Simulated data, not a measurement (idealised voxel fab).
The following process module bears the name voxel trench capacitor.
It is cross-section cut that appears here, measuring 245 nm in width, its square cells being 5 nm in size.
Cross-section, as written here: a square-cell grid given band by band from the top down, where a band holds one or more rows of cells.
Look at the band entry: it leads with the top's height and the bottom's height in nm. Then it lists the materials left to right, with a width in nm for each. The word "everywhere" on a single material says that material fills the band edge to edge. The word "blank" is empty space.
Zero point of the height axis is 0; under it, received wafer = one material. Lowest band: continues down indefinitely, "0 -> down".
So if you see something like "30..40" for the width, read it as the top row of the band sitting at the first number and the bottom row at the second, with every row in between moving by the same amount as the last.
Any step labelled "no modification" changed none of the cells in the cross-section.
"Enclosed internal voids": sealed empty spaces, 8 cells or more, no open way to top, listed width x height at distance, with distance from the left edge and width, height and distance in nm.
If you see something after the settings on a step's line, that's the simulator's own remark about that step.
Regarding "overlay nm": on a step with a mask, it is the distance the mask lay to the right of its planned place; a negative value places it to the left.

[Here's what the planned process steps look like]
- 1: RECEIVE (material Si)
- 2: CONFORMAL_DEP (material SiN; thk nm 5)
- 3: DIRECTIONAL_DEP (material aC; thk nm 10)
- 4: PATTERN (tone open; mask id TRENCH; material resist; width nm 25; pitch nm 40; thk nm 25; overlay nm 0)
- 5: DIRECTIONAL_ETCH (etch materials aC; depth nm 10)
- 6: STRIP (etch materials resist)
- 7: DIRECTIONAL_ETCH (etch materials SiN; depth nm 5)
- 8: DIRECTIONAL_ETCH (etch materials Si; depth nm 30)
- 9: STRIP (etch materials aC)
- 10: CONFORMAL_DEP (material HfO2; thk nm 5)
- 11: CONFORMAL_DEP (material TiN; thk nm 5)
- 12: FILL_DEP (material W; thk nm 5)
- 13: CMP (height nm 5)

[as received, after step 1]
	0 -> down  Si everywhere
	Enclosed internal voids: none

[Run as planned - first of the two wafers cross-sectioned at the end of the module]
	5 -> 0  70 nm SiN; 5 nm HfO2; 5 nm TiN; 5 nm W; 5 nm TiN; 5 nm HfO2; 15 nm SiN; 5 nm HfO2; 5 nm TiN; 5 nm W; 5 nm TiN; 5 nm HfO2; 15 nm SiN; 5 nm HfO2; 5 nm TiN; 5 nm W; 5 nm TiN; 5 nm HfO2; 70 nm SiN
	0 -> -20  70 nm Si; 5 nm HfO2; 5 nm TiN; 5 nm W; 5 nm TiN; 5 nm HfO2; 15 nm Si; 5 nm HfO2; 5 nm TiN; 5 nm W; 5 nm TiN; 5 nm HfO2; 15 nm Si; 5 nm HfO2; 5 nm TiN; 5 nm W; 5 nm TiN; 5 nm HfO2; 70 nm Si
	-20 -> -25  70 nm Si; 5 nm HfO2; 15 nm TiN; 5 nm HfO2; 15 nm Si; 5 nm HfO2; 15 nm TiN; 5 nm HfO2; 15 nm Si; 5 nm HfO2; 15 nm TiN; 5 nm HfO2; 70 nm Si
	-25 -> -30  70 nm Si; 25 nm HfO2; 15 nm Si; 25 nm HfO2; 15 nm Si; 25 nm HfO2; 70 nm Si
	-30 -> down  Si everywhere
	Enclosed internal voids: none

[Cross-section at end of module for the second wafer of two, which matched the first in starting point and plan and differed by one mistake in its processing]
	5 -> 0  70 nm SiN; 5 nm TiN; 15 nm W; 5 nm TiN; 15 nm SiN; 5 nm TiN; 15 nm W; 5 nm TiN; 15 nm SiN; 5 nm TiN; 15 nm W; 5 nm TiN; 70 nm SiN
	0 -> -25  70 nm Si; 5 nm TiN; 15 nm W; 5 nm TiN; 15 nm Si; 5 nm TiN; 15 nm W; 5 nm TiN; 15 nm Si; 5 nm TiN; 15 nm W; 5 nm TiN; 70 nm Si
	-25 -> -30  70 nm Si; 25 nm TiN; 15 nm Si; 25 nm TiN; 15 nm Si; 25 nm TiN; 70 nm Si
	-30 -> down  Si everywhere
	Enclosed internal voids: none
Which mistake was made when the wafer was run? the run left out plan step 10 entirely, so it was never executed
Materials where the second wafer ends with more or fewer cells than the first: 51 fewer of HfO2, 12 more of TiN, 39 more of W
